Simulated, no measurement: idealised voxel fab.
Presented below is a process module, voxel released beams.
Section cut is 240 nm wide and gridded with 5 nm square cells.
Reading order for cross-sections: top band down to bottom band. Underlying form: a grid of square cells. Band size: one or more rows of cells. Within each band entry, the heights of the top and of the bottom of the band appear first, in that order and in nm; the materials of the band then follow from left to right, each with its corresponding width in nm. The designation "everywhere" on a single material indicates that it fills the band from edge to edge; the designation "air" indicates empty space. Height reference: 0 = level under which incoming wafer is all one material. Lowest band: no bottom, runs on downward, e.g. "0 and below". The expression "30->40" gives the width at the extremes of the band, the first number at its top row of cells and the second at its bottom row, with the width changing by equal amounts from each row to the next in between. For the purposes of this document, the phrase "no change" attached to a step denotes that no cell within the cross-section was modified by that step. Entry "Enclosed void inventory". Content: empty spaces with no open connection to the top, size 8 cells or greater. Each: width x height at distance. Distance: from left edge. Unit: nm. On a step's line, text after the settings is the simulator commenting on that step. Among the settings permitted on a step's line is "overlay nm"; applied to a step with a mask, it specifies the extent to which the mask lay to the right of its planned position, whereas a negative figure signifies a position to the left.

# Below is the list of planned process steps
- 1: RECEIVE: material Si
- 2: CONFORMAL_DEP: material SiN, thk nm 5
- 3: DIRECTIONAL_DEP: material SiO2, thk nm 15
- 4: PATTERN: tone open, mask id ANCHOR, material resist, width nm 40, thk nm 15, overlay nm 0
- 5: DIRECTIONAL_ETCH: etch materials SiO2, depth nm 15
- 6: STRIP: etch materials resist
- 7: CONFORMAL_DEP: material TiN, thk nm 15
- 8: MASKED_ETCH: tone cover, mask id BEAM, width nm 85, etch materials TiN, depth nm 15, overlay nm 0
- 9: STRIP: etch materials SiO2

# Cross-section of the wafer as it came to us, i.e., already through step 1
* 0 and below: Si everywhere
* Enclosed void inventory: none

# Cross-sectional result after module completion. Note: starting condition and plan are unchanged from above; one processing mistake was made
* 35 down to 20: air: 75 | TiN: 60 | air: 105
* 20 down to 5: air: 65 | TiN: 15 | SiO2: 40 | TiN: 40 | air: 80
* 5 down to 0: SiN everywhere
* 0 and below: Si everywhere
* Enclosed void inventory: none
In executing the process, a mistake was made relative to the plan: heads up, step 4 didn't go per plan, it actually ran as PATTERN: tone cover, mask id ANCHOR, material resist, width nm 40, thk nm 15, overlay nm 0
